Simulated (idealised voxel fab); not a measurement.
Module name: voxel wiring stack (process module)
Displayed cross-section: cut, width of 250 nm, square cells sized 5 nm.
A cross-section is a grid of square cells, given in bands from the top down. A band is one or more rows of cells. Per band: top height and bottom height in nm, followed by the left-to-right materials and their widths in nm; "all across" marks a single material spanning edge to edge, "air" marks empty space. Convention: height 0 is the level below which the wafer, as received, is all one material. The lowest band does not terminate at the bottom but continues downward, represented as "z 0 and below". Note: "30->40" means the width goes from the first number (top row of the band) to the second number (bottom row) in equal steps per row of cells. Take "no modifications" at face value: in the step it is given for, the cross-section changed in none of its cells. If an empty space has no open way to the top and is at least 8 cells in size, "Closed internal voids" lists it, written width x height at distance, where distance is measured from the left edge and every value is in nm. after a step's settings: what the simulator itself notes on the step. If you see "overlay nm" on a step's line and that step has a mask, it's telling you how far right of where it was planned the mask ended up; a negative number means it went left instead.

-- Here's what the planned process steps look like
step 1: RECEIVE, material Si
step 2: CONFORMAL_DEP, material SiO2, thk nm 10
step 3: DIRECTIONAL_DEP, material TiN, thk nm 5
step 4: DIRECTIONAL_DEP, material Ru, thk nm 20
step 5: DIRECTIONAL_DEP, material aC, thk nm 15
step 6: PATTERN, tone cover, mask id METAL_1, material resist, width nm 30, pitch nm 55, thk nm 30, overlay nm 0
step 7: DIRECTIONAL_ETCH, etch materials aC, depth nm 15
step 8: STRIP, etch materials resist
step 9: DIRECTIONAL_ETCH, etch materials Ru, depth nm 20
step 10: DIRECTIONAL_ETCH, etch materials TiN, depth nm 5
step 11: STRIP, etch materials aC
step 12: FILL_DEP, material SiO2, thk nm 5
step 13: CMP, height nm 35
step 14: CONFORMAL_DEP, material SiCN, thk nm 5
step 15: DIRECTIONAL_DEP, material SiO2, thk nm 10
step 16: PATTERN, tone open, mask id PLUG_1, material resist, width nm 15, pitch nm 55, thk nm 15, overlay nm 0
step 17: DIRECTIONAL_ETCH, etch materials SiO2, depth nm 10
step 18: DIRECTIONAL_ETCH, etch materials SiCN, depth nm 5
step 19: STRIP, etch materials resist
step 20: CONFORMAL_DEP, material TiN, thk nm 5
step 21: FILL_DEP, material W, thk nm 10
step 22: CMP, height nm 50
step 23: DIRECTIONAL_DEP, material TiN, thk nm 5
step 24: DIRECTIONAL_DEP, material W, thk nm 20
step 25: PATTERN, tone cover, mask id METAL_2, material resist, width nm 30, pitch nm 55, thk nm 15, overlay nm 0
step 26: DIRECTIONAL_ETCH, etch materials W, depth nm 20
step 27: DIRECTIONAL_ETCH, etch materials TiN, depth nm 5
step 28: STRIP, etch materials resist
step 29: CONFORMAL_DEP, material SiCN, thk nm 5
step 30: FILL_DEP, material SiO2, thk nm 10
step 31: CMP, height nm 75
step 32: CONFORMAL_DEP, material SiCN, thk nm 5
step 33: DIRECTIONAL_DEP, material SiO2, thk nm 30
step 34: DIRECTIONAL_DEP, material aC, thk nm 10
step 35: PATTERN, tone open, mask id METAL_3, material resist, width nm 30, pitch nm 55, thk nm 25, overlay nm 0
step 36: DIRECTIONAL_ETCH, etch materials aC, depth nm 10
step 37: STRIP, etch materials resist
step 38: DIRECTIONAL_ETCH, etch materials SiO2, depth nm 15
step 39: STRIP, etch materials aC
step 40: PATTERN, tone open, mask id METAL_3_HOLES, material resist, width nm 15, pitch nm 55, thk nm 15, overlay nm 0
step 41: DIRECTIONAL_ETCH, etch materials SiO2, depth nm 15
step 42: DIRECTIONAL_ETCH, etch materials SiCN, depth nm 5
step 43: STRIP, etch materials resist
step 44: CONFORMAL_DEP, material TiN, thk nm 5
step 45: FILL_DEP, material Cu, thk nm 10
step 46: CMP, height nm 110
step 47: CONFORMAL_DEP, material SiCN, thk nm 5

-- Cross-sectional view of the wafer in its as-received condition, corresponding to the state after step 1
> z 0 and below  Si all across
> Closed internal voids: none

-- Module complete - cross-section of the first of two wafers, run according to plan
> z 115 to 110  SiCN all across
> z 110 to 100  SiO2 55  TiN 5  Cu 20  TiN 5  SiO2 25  TiN 5  Cu 20  TiN 5  SiO2 25  TiN 5  Cu 20  TiN 5  SiO2 55
> z 100 to 95  SiO2 55  TiN 5  Cu 5  TiN 20  SiO2 25  TiN 5  Cu 5  TiN 20  SiO2 25  TiN 5  Cu 5  TiN 20  SiO2 55
> z 95 to 80  SiO2 55  TiN 5  Cu 5  TiN 5  SiO2 40  TiN 5  Cu 5  TiN 5  SiO2 40  TiN 5  Cu 5  TiN 5  SiO2 70
> z 80 to 75  SiCN 55  TiN 15  SiCN 40  TiN 15  SiCN 40  TiN 15  SiCN 70
> z 75 to 55  SiO2 50  SiCN 5  W 30  SiCN 5  SiO2 15  SiCN 5  W 30  SiCN 5  SiO2 15  SiCN 5  W 30  SiCN 5  SiO2 50
> z 55 to 50  SiCN 55  TiN 30  SiCN 25  TiN 30  SiCN 25  TiN 30  SiCN 55
> z 50 to 40  SiO2 55  TiN 5  W 5  TiN 5  SiO2 40  TiN 5  W 5  TiN 5  SiO2 40  TiN 5  W 5  TiN 5  SiO2 70
> z 40 to 35  SiCN 55  TiN 15  SiCN 40  TiN 15  SiCN 40  TiN 15  SiCN 70
> z 35 to 15  SiO2 55  Ru 30  SiO2 25  Ru 30  SiO2 25  Ru 30  SiO2 55
> z 15 to 10  SiO2 55  TiN 30  SiO2 25  TiN 30  SiO2 25  TiN 30  SiO2 55
> z 10 to 0  SiO2 all across
> z 0 and below  Si all across
> Closed internal voids: none

-- Second of two wafers, module complete, sectioned: it shares the first wafer's start and plan but was run with one mistake
> z 115 to 110  SiCN all across
> z 110 to 105  Cu all across
> z 105 to 100  TiN 60  Cu 20  TiN 35  Cu 20  TiN 35  Cu 20  TiN 60
> z 100 to 90  SiO2 55  TiN 5  Cu 20  TiN 5  SiO2 25  TiN 5  Cu 20  TiN 5  SiO2 25  TiN 5  Cu 20  TiN 5  SiO2 55
> z 90 to 80  SiO2 55  TiN 5  Cu 5  TiN 20->5  SiO2 25->40  TiN 5  Cu 5  TiN 20->5  SiO2 25->40  TiN 5  Cu 5  TiN 20->5  SiO2 55->70
> z 80 to 75  SiCN 55  TiN 15  SiCN 40  TiN 15  SiCN 40  TiN 15  SiCN 70
> z 75 to 55  SiO2 50  SiCN 5  W 30  SiCN 5  SiO2 15  SiCN 5  W 30  SiCN 5  SiO2 15  SiCN 5  W 30  SiCN 5  SiO2 50
> z 55 to 50  SiCN 55  TiN 30  SiCN 25  TiN 30  SiCN 25  TiN 30  SiCN 55
> z 50 to 40  SiO2 55  TiN 5  W 5  TiN 5  SiO2 40  TiN 5  W 5  TiN 5  SiO2 40  TiN 5  W 5  TiN 5  SiO2 70
> z 40 to 35  SiCN 55  TiN 15  SiCN 40  TiN 15  SiCN 40  TiN 15  SiCN 70
> z 35 to 15  SiO2 55  Ru 30  SiO2 25  Ru 30  SiO2 25  Ru 30  SiO2 55
> z 15 to 10  SiO2 55  TiN 30  SiO2 25  TiN 30  SiO2 25  TiN 30  SiO2 55
> z 10 to 0  SiO2 all across
> z 0 and below  Si all across
> Closed internal voids: none
Run error: step 33 ran differently from the plan; actual operation with settings: DIRECTIONAL_DEP, material SiO2, thk nm 20
End check, counted in cells, second wafer has more or fewer of these materials than the first: 56 more of Cu, 82 fewer of SiO2, 26 more of TiN
